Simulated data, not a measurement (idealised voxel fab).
The name of this process module is voxel transistor to metal.
Displayed cross-section: cut, width of 205 nm, square cells sized 5 nm.
Just so we're on the same page, the cross-sections are grids of square cells, and they're listed out in bands top to bottom, each band one or more rows deep. Band: top height; bottom height; in nm. Then, left to right: material with width in nm, for each material. "full width": a single material spanning edge to edge. "empty": empty space. Where do heights start? At 0: under that level the wafer as delivered is made of one material only. And the lowest band has no floor; it just carries on downward, as in "0 nm and below". With a width like "30->40", each row of cells in the band differs from the next by the same amount, the top row carrying the first number and the bottom row the second. Where the words "no modifications" appear for a step, the cross-section shows no cell changed by that step; every cell remained as before. "Closed void catalog": sealed empty spaces, 8 cells or more, no open way to top, listed width x height at distance, with distance from the left edge and width, height and distance in nm. The remark found on a step's line after its settings is issued by the simulator itself and pertains to that step. A step line may carry the setting "overlay nm", which, for steps involving a mask, states the distance by which the mask lay to the right of its intended position; negative values denote displacement to the left.

Process steps - plan:
1,RECEIVE, material Si
2,CONFORMAL_DEP, material SiO2, thk nm 5
3,CONFORMAL_DEP, material SiN, thk nm 10
4,DIRECTIONAL_DEP, material aC, thk nm 15
5,PATTERN, tone cover, mask id ACTIVE, material resist, width nm 110, thk nm 35, overlay nm 0
6,DIRECTIONAL_ETCH, etch materials aC, depth nm 15
7,STRIP, etch materials resist
8,DIRECTIONAL_ETCH, etch materials SiN, depth nm 10
9,DIRECTIONAL_ETCH, etch materials SiO2, depth nm 5
10,DIRECTIONAL_ETCH, etch materials Si, depth nm 35
11,STRIP, etch materials aC
12,OXIDIZE, depth nm 5
13,FILL_DEP, material SiO2, thk nm 10
14,CMP, height nm 15
15,SELECTIVE_ETCH, etch materials SiO2, depth nm 10
16,STRIP, etch materials SiN
17,SELECTIVE_ETCH, etch materials SiO2, depth nm 5
18,OXIDIZE, depth nm 5
19,DIRECTIONAL_DEP, material polySi, thk nm 25
20,DIRECTIONAL_DEP, material SiCN, thk nm 10
21,DIRECTIONAL_DEP, material aC, thk nm 10
22,PATTERN, tone cover, mask id GATE, material resist, width nm 20, thk nm 25, overlay nm 0
23,DIRECTIONAL_ETCH, etch materials aC, depth nm 10
24,STRIP, etch materials resist
25,DIRECTIONAL_ETCH, etch materials SiCN, depth nm 20
26,DIRECTIONAL_ETCH, etch materials polySi, depth nm 35
27,STRIP, etch materials aC
28,CONFORMAL_DEP, material SiO2, thk nm 5
29,DIRECTIONAL_ETCH, etch materials SiO2, depth nm 5
30,CONFORMAL_DEP, material SiN, thk nm 10
31,DIRECTIONAL_ETCH, etch materials SiN, depth nm 10
32,DIRECTIONAL_ETCH, etch materials SiO2, depth nm 5
33,EPI, material pSi, thk nm 5
34,FILL_DEP, material SiO2, thk nm 10
35,CMP, height nm 35
36,DIRECTIONAL_DEP, material SiO2, thk nm 15
37,MASKED_ETCH, tone open, mask id CONTACT, width nm 30, pitch nm 60, etch materials SiO2, depth nm 50, overlay nm 0
38,CONFORMAL_DEP, material TiN, thk nm 5
39,FILL_DEP, material Ru, thk nm 5
40,CMP, height nm 50
41,CONFORMAL_DEP, material SiCN, thk nm 5
42,DIRECTIONAL_DEP, material SiO2, thk nm 15
43,MASKED_ETCH, tone open, mask id METAL_1, width nm 15, pitch nm 75, etch materials SiO2, depth nm 15, overlay nm 0
44,MASKED_ETCH, tone open, mask id METAL_1, width nm 15, pitch nm 75, etch materials SiCN, depth nm 5, overlay nm -15
45,CONFORMAL_DEP, material TiN, thk nm 5
46,FILL_DEP, material Ru, thk nm 10
47,CMP, height nm 70
48,CONFORMAL_DEP, material SiCN, thk nm 5
49,DIRECTIONAL_DEP, material SiO2, thk nm 30
50,PATTERN, tone open, mask id METAL_2, material resist, width nm 15, pitch nm 75, thk nm 15, overlay nm 0
51,DIRECTIONAL_ETCH, etch materials SiO2, depth nm 20
52,STRIP, etch materials resist
53,MASKED_ETCH, tone open, mask id METAL_2_HOLES, width nm 15, pitch nm 75, etch materials SiO2, depth nm 10, overlay nm 0
54,MASKED_ETCH, tone open, mask id METAL_2_HOLES, width nm 15, pitch nm 75, etch materials SiCN, depth nm 5, overlay nm 0
55,CONFORMAL_DEP, material TiN, thk nm 5
56,FILL_DEP, material Ru, thk nm 10
57,CMP, height nm 105
58,CONFORMAL_DEP, material SiCN, thk nm 5
Wafers differ in overlay nm at step 44; plan lists the first wafer's value; identical starting state.

Cut through the first of several wafers as received, post step 1:
* 0 nm and below = Si full width
* Closed void catalog: none

First of several wafers: cross-section at the end of the module, after step 58, its last step:
* 110 nm to 105 nm = SiCN full width
* 105 nm to 75 nm = 55 nm SiO2  5 nm TiN  5 nm Ru  5 nm TiN  60 nm SiO2  5 nm TiN  5 nm Ru  5 nm TiN  60 nm SiO2
* 75 nm to 70 nm = 55 nm SiCN  15 nm TiN  60 nm SiCN  15 nm TiN  60 nm SiCN
* 70 nm to 60 nm = 55 nm SiO2  5 nm TiN  5 nm Ru  5 nm TiN  60 nm SiO2  5 nm TiN  5 nm Ru  5 nm TiN  60 nm SiO2
* 60 nm to 55 nm = 55 nm SiO2  15 nm TiN  60 nm SiO2  15 nm TiN  60 nm SiO2
* 55 nm to 50 nm = SiCN full width
* 50 nm to 40 nm = 55 nm SiO2  5 nm TiN  20 nm Ru  5 nm TiN  30 nm SiO2  5 nm TiN  20 nm Ru  5 nm TiN  60 nm SiO2
* 40 nm to 35 nm = 55 nm SiO2  5 nm TiN  10 nm Ru  15 nm TiN  30 nm SiO2  15 nm TiN  10 nm Ru  5 nm TiN  60 nm SiO2
* 35 nm to 25 nm = 55 nm SiO2  5 nm TiN  10 nm Ru  5 nm TiN  10 nm SiN  5 nm SiO2  20 nm SiCN  5 nm SiO2  10 nm SiN  5 nm TiN  10 nm Ru  5 nm TiN  60 nm SiO2
* 25 nm to 5 nm = 55 nm SiO2  5 nm TiN  10 nm Ru  5 nm TiN  10 nm SiN  5 nm SiO2  20 nm polySi  5 nm SiO2  10 nm SiN  5 nm TiN  10 nm Ru  5 nm TiN  60 nm SiO2
* 5 nm to 0 nm = 55 nm SiO2  20 nm TiN  10 nm SiN  5 nm SiO2  20 nm polySi  5 nm SiO2  10 nm SiN  20 nm TiN  60 nm SiO2
* 0 nm to -5 nm = 45 nm SiO2  30 nm pSi  50 nm SiO2  30 nm pSi  50 nm SiO2
* -5 nm to -40 nm = 50 nm SiO2  100 nm Si  55 nm SiO2
* -40 nm and below = Si full width
* Closed void catalog: none

Cross-section at module completion, last wafer:
* 110 nm to 105 nm = SiCN full width
* 105 nm to 75 nm = 55 nm SiO2  5 nm TiN  5 nm Ru  5 nm TiN  60 nm SiO2  5 nm TiN  5 nm Ru  5 nm TiN  60 nm SiO2
* 75 nm to 70 nm = 55 nm SiCN  15 nm TiN  60 nm SiCN  15 nm TiN  60 nm SiCN
* 70 nm to 60 nm = 55 nm SiO2  5 nm TiN  5 nm Ru  5 nm TiN  60 nm SiO2  5 nm TiN  5 nm Ru  5 nm TiN  60 nm SiO2
* 60 nm to 55 nm = 55 nm SiO2  15 nm TiN  60 nm SiO2  15 nm TiN  60 nm SiO2
* 55 nm to 50 nm = SiCN full width
* 50 nm to 40 nm = 55 nm SiO2  5 nm TiN  20 nm Ru  5 nm TiN  30 nm SiO2  5 nm TiN  20 nm Ru  5 nm TiN  60 nm SiO2
* 40 nm to 35 nm = 55 nm SiO2  5 nm TiN  10 nm Ru  15 nm TiN  30 nm SiO2  15 nm TiN  10 nm Ru  5 nm TiN  60 nm SiO2
* 35 nm to 25 nm = 55 nm SiO2  5 nm TiN  10 nm Ru  5 nm TiN  10 nm SiN  5 nm SiO2  20 nm SiCN  5 nm SiO2  10 nm SiN  5 nm TiN  10 nm Ru  5 nm TiN  60 nm SiO2
* 25 nm to 5 nm = 55 nm SiO2  5 nm TiN  10 nm Ru  5 nm TiN  10 nm SiN  5 nm SiO2  20 nm polySi  5 nm SiO2  10 nm SiN  5 nm TiN  10 nm Ru  5 nm TiN  60 nm SiO2
* 5 nm to 0 nm = 55 nm SiO2  20 nm TiN  10 nm SiN  5 nm SiO2  20 nm polySi  5 nm SiO2  10 nm SiN  20 nm TiN  60 nm SiO2
* 0 nm to -5 nm = 45 nm SiO2  30 nm pSi  50 nm SiO2  30 nm pSi  50 nm SiO2
* -5 nm to -40 nm = 50 nm SiO2  100 nm Si  55 nm SiO2
* -40 nm and below = Si full width
* Closed void catalog: none

Tabulated below, wafer by wafer, are the end-of-module results: for each material, the number of cells gained (+) or lost (-) relative to the as-received state, followed by the closed voids:
overlay nm -15 | +60 Ru | -188 Si | +125 SiCN | +28 SiN | +753 SiO2 | +92 TiN | +12 pSi | +20 polySi | Closed void catalog: none
overlay nm -10 | +60 Ru | -188 Si | +123 SiCN | +28 SiN | +753 SiO2 | +94 TiN | +12 pSi | +20 polySi | Closed void catalog: none
overlay nm -5 | +60 Ru | -188 Si | +121 SiCN | +28 SiN | +753 SiO2 | +96 TiN | +12 pSi | +20 polySi | Closed void catalog: none
overlay nm 0 | +62 Ru | -188 Si | +119 SiCN | +28 SiN | +753 SiO2 | +96 TiN | +12 pSi | +20 polySi | Closed void catalog: none
overlay nm 5 | +60 Ru | -188 Si | +121 SiCN | +28 SiN | +753 SiO2 | +96 TiN | +12 pSi | +20 polySi | Closed void catalog: none
overlay nm 10 | +60 Ru | -188 Si | +123 SiCN | +28 SiN | +753 SiO2 | +94 TiN | +12 pSi | +20 polySi | Closed void catalog: none
overlay nm 15 | +60 Ru | -188 Si | +125 SiCN | +28 SiN | +753 SiO2 | +92 TiN | +12 pSi | +20 polySi | Closed void catalog: none
